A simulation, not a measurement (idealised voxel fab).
A process module follows: voxel ribs on slabs.
FYI the section here is cut, 260 nm wide, cells are 5 nm squares.
Square cells in a grid make up a cross-section in this document, and the grid is given as bands, listed from the top down, each one or more rows of cells. The band entry comprises the height of the band's top followed by the height of its bottom, expressed in nm, and subsequently the band's materials from left to right, each stated together with its width in nm. Where a single material is marked with the word "edge to edge", that material fills the band from edge to edge. The word "empty" represents empty space. A quick word on heights: they are counted from 0, and under that level the wafer as it came to us is one material throughout. The lowest band is different from the rest in having no bottom; it simply continues downward, written as in "0..down". Quick explanation for "30 to 40": the width changes in equal steps down the rows of cells, from the first number in the band's top row to the second number in its bottom row. "all unchanged" -> step changed no cross-section cell. This entry, "Entrapped voids", enumerates those empty regions of no fewer than 8 cells that possess no open connection to the top. Each region is reported in the form width x height at distance, the distance being taken from the left edge, with all three quantities expressed in nm. Heads up: the bit after the settings on a step's line is the simulator's remark on that step. If you see "overlay nm" on a step's line and that step has a mask, it's telling you how far right of where it was planned the mask ended up; a negative number means it went left instead.
THE PROCESS STEPS THAT WERE PLANNED ARE LISTED BELOW
1 RECEIVE with material Si
2 DIRECTIONAL_DEP with material SiO2, thk nm 30
3 DIRECTIONAL_DEP with material SiN, thk nm 20
4 DIRECTIONAL_DEP with material aC, thk nm 10
5 PATTERN with tone cover, mask id RIB, material resist, width nm 20, thk nm 25, overlay nm 0
6 DIRECTIONAL_ETCH with etch materials aC, depth nm 10
7 STRIP with etch materials resist
8 DIRECTIONAL_ETCH with etch materials SiN, depth nm 5
9 STRIP with etch materials aC
10 PATTERN with tone cover, mask id SLAB, material resist, width nm 70, thk nm 15, overlay nm 0
11 DIRECTIONAL_ETCH with etch materials SiN, depth nm 15
12 STRIP with etch materials resist
13 FILL_DEP with material SiO2, thk nm 30
14 CMP with height nm 70
15 DIRECTIONAL_DEP with material TiN, thk nm 5
16 MASKED_ETCH with tone cover, mask id HEATER, width nm 30, etch materials TiN, depth nm 5, overlay nm 0
17 CONFORMAL_DEP with material SiO2, thk nm 5
FIRST WAFER, AS PLANNED
THE CROSS-SECTION HERE SHOWS THE WAFER AS RECEIVED, I.E. IN ITS STATE AFTER STEP 1
* 0..down | Si edge to edge
* Entrapped voids: none
THE FOLLOWING CROSS-SECTION DEPICTS THE WAFER UPON COMPLETION OF STEP 2
* 30..0 | SiO2 edge to edge
* Beneath the level 0, the cross-section is identical to its previous state.
THE FOLLOWING CROSS-SECTION DEPICTS THE WAFER UPON COMPLETION OF STEP 3
* 50..30 | SiN edge to edge
* Beneath the level 30, the cross-section is identical to its previous state.
THE FOLLOWING CROSS-SECTION DEPICTS THE WAFER UPON COMPLETION OF STEP 4
* 60..50 | aC edge to edge
* Beneath the level 50, the cross-section is identical to its previous state.
THE FOLLOWING CROSS-SECTION DEPICTS THE WAFER UPON COMPLETION OF STEP 5
* 85..60 | empty=120 / resist=20 / empty=120
* Beneath the level 60, the cross-section is identical to its previous state.
THE FOLLOWING CROSS-SECTION DEPICTS THE WAFER UPON COMPLETION OF STEP 6
* 75..60 | empty=120 / resist=20 / empty=120
* 60..50 | empty=120 / aC=20 / empty=120
* Beneath the level 50, the cross-section is identical to its previous state.
THE FOLLOWING CROSS-SECTION DEPICTS THE WAFER UPON COMPLETION OF STEP 7
* 60..50 | empty=120 / aC=20 / empty=120
* Beneath the level 50, the cross-section is identical to its previous state.
THE FOLLOWING CROSS-SECTION DEPICTS THE WAFER UPON COMPLETION OF STEP 8
* 60..50 | empty=120 / aC=20 / empty=120
* 50..45 | empty=120 / SiN=20 / empty=120
* Beneath the level 45, the cross-section is identical to its previous state.
THE FOLLOWING CROSS-SECTION DEPICTS THE WAFER UPON COMPLETION OF STEP 9
* 50..45 | empty=120 / SiN=20 / empty=120
* Beneath the level 45, the cross-section is identical to its previous state.
THE FOLLOWING CROSS-SECTION DEPICTS THE WAFER UPON COMPLETION OF STEP 10
* 65..50 | empty=95 / resist=70 / empty=95
* 50..45 | empty=95 / resist=25 / SiN=20 / resist=25 / empty=95
* Beneath the level 45, the cross-section is identical to its previous state.
THE FOLLOWING CROSS-SECTION DEPICTS THE WAFER UPON COMPLETION OF STEP 11
* 65..50 | empty=95 / resist=70 / empty=95
* 50..45 | empty=95 / resist=25 / SiN=20 / resist=25 / empty=95
* 45..30 | empty=95 / SiN=70 / empty=95
* Beneath the level 30, the cross-section is identical to its previous state.
THE FOLLOWING CROSS-SECTION DEPICTS THE WAFER UPON COMPLETION OF STEP 12
* 50..45 | empty=120 / SiN=20 / empty=120
* Beneath the level 45, the cross-section is identical to its previous state.
THE FOLLOWING CROSS-SECTION DEPICTS THE WAFER UPON COMPLETION OF STEP 13
* 80..50 | SiO2 edge to edge
* 50..45 | SiO2=120 / SiN=20 / SiO2=120
* 45..30 | SiO2=95 / SiN=70 / SiO2=95
* Beneath the level 30, the cross-section is identical to its previous state.
THE FOLLOWING CROSS-SECTION DEPICTS THE WAFER UPON COMPLETION OF STEP 14
* 70..50 | SiO2 edge to edge
* Beneath the level 50, the cross-section is identical to its previous state.
THE FOLLOWING CROSS-SECTION DEPICTS THE WAFER UPON COMPLETION OF STEP 15
* 75..70 | TiN edge to edge
* Beneath the level 70, the cross-section is identical to its previous state.
THE FOLLOWING CROSS-SECTION DEPICTS THE WAFER UPON COMPLETION OF STEP 16
* 75..70 | empty=115 / TiN=30 / empty=115
* Beneath the level 70, the cross-section is identical to its previous state.
THE FOLLOWING CROSS-SECTION DEPICTS THE WAFER UPON COMPLETION OF STEP 17
* 80..75 | empty=110 / SiO2=40 / empty=110
* 75..70 | SiO2=115 / TiN=30 / SiO2=115
* Beneath the level 70, the cross-section is identical to its previous state.
SECOND WAFER - SHARED START AND PLAN WITH THE FIRST - ONE ERROR IN RUNNING - SAME AS THE FIRST UP TO STEP 1 INCLUSIVE
SECOND WAFER: CROSS-SECTION AT THE SCHEDULED END OF STEP 2
* 20..0 | SiN edge to edge
* Beneath the level 0, the cross-section is identical to its previous state.
SECOND WAFER: CROSS-SECTION AT THE SCHEDULED END OF STEP 3
* 50..20 | SiO2 edge to edge
* Beneath the level 20, the cross-section is identical to its previous state.
SECOND WAFER: CROSS-SECTION AT THE SCHEDULED END OF STEP 4
* 60..50 | aC edge to edge
* Beneath the level 50, the cross-section is identical to its previous state.
SECOND WAFER: CROSS-SECTION AT THE SCHEDULED END OF STEP 5
* 85..60 | empty=120 / resist=20 / empty=120
* Beneath the level 60, the cross-section is identical to its previous state.
SECOND WAFER: CROSS-SECTION AT THE SCHEDULED END OF STEP 6
* 75..60 | empty=120 / resist=20 / empty=120
* 60..50 | empty=120 / aC=20 / empty=120
* Beneath the level 50, the cross-section is identical to its previous state.
SECOND WAFER: CROSS-SECTION AT THE SCHEDULED END OF STEP 7
* 60..50 | empty=120 / aC=20 / empty=120
* Beneath the level 50, the cross-section is identical to its previous state.
Second wafer: cross-section at the scheduled end of step 8: all unchanged
SECOND WAFER: CROSS-SECTION AT THE SCHEDULED END OF STEP 9
* 50..20 | SiO2 edge to edge
* Beneath the level 20, the cross-section is identical to its previous state.
SECOND WAFER: CROSS-SECTION AT THE SCHEDULED END OF STEP 10
* 65..50 | empty=95 / resist=70 / empty=95
* Beneath the level 50, the cross-section is identical to its previous state.
Second wafer: cross-section at the scheduled end of step 11: all unchanged
SECOND WAFER: CROSS-SECTION AT THE SCHEDULED END OF STEP 12
* 50..20 | SiO2 edge to edge
* Beneath the level 20, the cross-section is identical to its previous state.
SECOND WAFER: CROSS-SECTION AT THE SCHEDULED END OF STEP 13
* 80..20 | SiO2 edge to edge
* Beneath the level 20, the cross-section is identical to its previous state.
SECOND WAFER: CROSS-SECTION AT THE SCHEDULED END OF STEP 14
* 70..20 | SiO2 edge to edge
* Beneath the level 20, the cross-section is identical to its previous state.
SECOND WAFER: CROSS-SECTION AT THE SCHEDULED END OF STEP 15
* 75..70 | TiN edge to edge
* Beneath the level 70, the cross-section is identical to its previous state.
SECOND WAFER: CROSS-SECTION AT THE SCHEDULED END OF STEP 16
* 75..70 | empty=115 / TiN=30 / empty=115
* Beneath the level 70, the cross-section is identical to its previous state.
SECOND WAFER: CROSS-SECTION AT THE SCHEDULED END OF STEP 17
* 80..75 | empty=110 / SiO2=40 / empty=110
* 75..70 | SiO2=115 / TiN=30 / SiO2=115
* Beneath the level 70, the cross-section is identical to its previous state.
The plan and the run diverged here: the intended sequence of steps 2 and 3 was reversed during processing, with each occupying the position of the other
FYI, end of process, the second wafer has more or fewer cells of some materials than the first: SiN: 162 more | SiO2: 162 fewer
